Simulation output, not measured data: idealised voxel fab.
Process module name: voxel plated lines
Displayed cross-section: cut, width of 155 nm, square cells sized 5 nm.
We lay out every cross-section as a grid of square cells and spell it out in bands from the top down, where one band means one or more rows of cells. Look at the band entry: it leads with the top's height and the bottom's height in nm. Then it lists the materials left to right, with a width in nm for each. The word "all across" on a single material says that material fills the band edge to edge. The word "air" is empty space. Counting heights begins at 0, where everything beneath is, in the wafer as received, one material. The lowest band has no bottom; it goes on downwards, as "0 down" shows. The width entry "30 to 40" should be interpreted row by row: the top row of cells in the band takes the first number, the bottom row takes the second number, and the change between adjacent rows is uniform throughout. "no modification", as given for a step, is the statement that not any cell of the cross-section underwent a change during that step. Look at "Closed void roster" for the closed voids: empty spaces with no open path to the top, sized 8 cells or up. Each is width x height at distance, distance from the left edge, all nm. Read whatever lies past the settings on a step's line as the simulator's own remark about the step. overlay nm: right-of-plan distance of the mask on a masked step; negative values mean left-of-plan.
plan:
1) RECEIVE,material Si
2) CONFORMAL_DEP,material Al2O3,thk nm 15
3) DIRECTIONAL_DEP,material TiN,thk nm 5
4) PATTERN,tone open,mask id LINES,material resist,width nm 15,pitch nm 30,thk nm 40,overlay nm 0
5) EPI,material Ru,thk nm 10
6) EPI,material Ru,thk nm 5
7) EPI,material Ru,thk nm 5
8) STRIP,etch materials resist
9) DIRECTIONAL_ETCH,etch materials TiN,depth nm 5
10) CONFORMAL_DEP,material SiO2,thk nm 10
Incoming wafer in cross-section (state: after step 1):
> 0 down: Si all across
> Closed void roster: none
Wafer at module end, in section. Began as above, planned as above, run with one mistake:
> 50 to 40: SiO2 all across
> 40 to 20: Ru all across
> 20 to 15: TiN all across
> 15 to 0: Al2O3 all across
> 0 down: Si all across
> Closed void roster: none
what went wrong: step 4 of the plan did not run at all; it was left out
